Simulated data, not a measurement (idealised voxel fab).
Proc. module: voxel spacer lines
Each square cell in cross-section cut measures 5 nm, and the section as a whole is 300 nm wide.
Cross-sections here: square-cell grids, written as top-down lists of bands, a band being one or more rows of cells.
This entry defines a band. It first specifies the height of the band's top and the height of its bottom in nm, and then specifies the band's materials from left to right, stating each material with its width in nm. The word "edge to edge" identifies a single material that fills the band from edge to edge, while the word "empty" identifies empty space.
Heights are measured from 0, the level below which the as-received wafer is all one material; the lowest band has no bottom and continues downward, written as in "top 0, no bottom".
So if you see something like "30 to 40" for the width, read it as the top row of the band sitting at the first number and the bottom row at the second, with every row in between moving by the same amount as the last.
Key: "remained the same" - step with no changed cell in the cross-section.
The label "Enclosed void inventory" introduces a list of the empty spaces, 8 cells or larger, that have no open way up to the top; each entry in it reads width x height at distance, where the distance is taken from the left edge and all three are stated in nm.
Anything after a step's settings on that line? It's the simulator's own note about the step.
A step line may carry the setting "overlay nm", which, for steps involving a mask, states the distance by which the mask lay to the right of its intended position; negative values denote displacement to the left.

-- Process steps (planned)
- 1: RECEIVE, material Si
- 2: CONFORMAL_DEP, material Al2O3, thk nm 5
- 3: DIRECTIONAL_DEP, material polySi, thk nm 20
- 4: DIRECTIONAL_DEP, material aC, thk nm 20
- 5: PATTERN, tone cover, mask id MANDREL, material resist, width nm 25, pitch nm 80, thk nm 25, overlay nm -15
- 6: DIRECTIONAL_ETCH, etch materials aC, depth nm 20
- 7: STRIP, etch materials resist
- 8: CONFORMAL_DEP, material SiN, thk nm 15
- 9: DIRECTIONAL_ETCH, etch materials SiN, depth nm 15
- 10: STRIP, etch materials aC
- 11: DIRECTIONAL_ETCH, etch materials polySi, depth nm 20
- 12: STRIP, etch materials SiN
- 13: FILL_DEP, material SiO2, thk nm 5
- 14: CMP, height nm 25
Don't read the plan's overlay nm for step 5 as applying to every wafer: that's the first wafer's value, and the wafers differ in it, though they all start identical.

-- The first of several wafers in cross-section, exactly as it reached us after step 1
> top 0, no bottom | Si edge to edge
> Enclosed void inventory: none

-- Cross-section, first of several wafers, end of module, after last step 14
> top 25, bottom 5 | SiO2 (65)  polySi (15)  SiO2 (25)  polySi (15)  SiO2 (25)  polySi (15)  SiO2 (25)  polySi (15)  SiO2 (100)
> top 5, bottom 0 | Al2O3 edge to edge
> top 0, no bottom | Si edge to edge
> Enclosed void inventory: none

-- Of the several wafers, the last: cross-section at the end of the module
> top 25, bottom 5 | SiO2 (95)  polySi (15)  SiO2 (25)  polySi (15)  SiO2 (25)  polySi (15)  SiO2 (25)  polySi (15)  SiO2 (70)
> top 5, bottom 0 | Al2O3 edge to edge
> top 0, no bottom | Si edge to edge
> Enclosed void inventory: none

-- The table below has one row for each wafer; a row shows, as of the end of the module, how many cells of each material the wafer has gained, marked (+), or lost, marked (-), since it was received, and then the wafer's closed voids
overlay nm -15; +60 Al2O3; +192 SiO2; +48 polySi; Enclosed void inventory: none
overlay nm -10; +60 Al2O3; +192 SiO2; +48 polySi; Enclosed void inventory: none
overlay nm -5; +60 Al2O3; +192 SiO2; +48 polySi; Enclosed void inventory: none
overlay nm 0; +60 Al2O3; +192 SiO2; +48 polySi; Enclosed void inventory: none
overlay nm 5; +60 Al2O3; +192 SiO2; +48 polySi; Enclosed void inventory: none
overlay nm 10; +60 Al2O3; +192 SiO2; +48 polySi; Enclosed void inventory: none
overlay nm 15; +60 Al2O3; +192 SiO2; +48 polySi; Enclosed void inventory: none
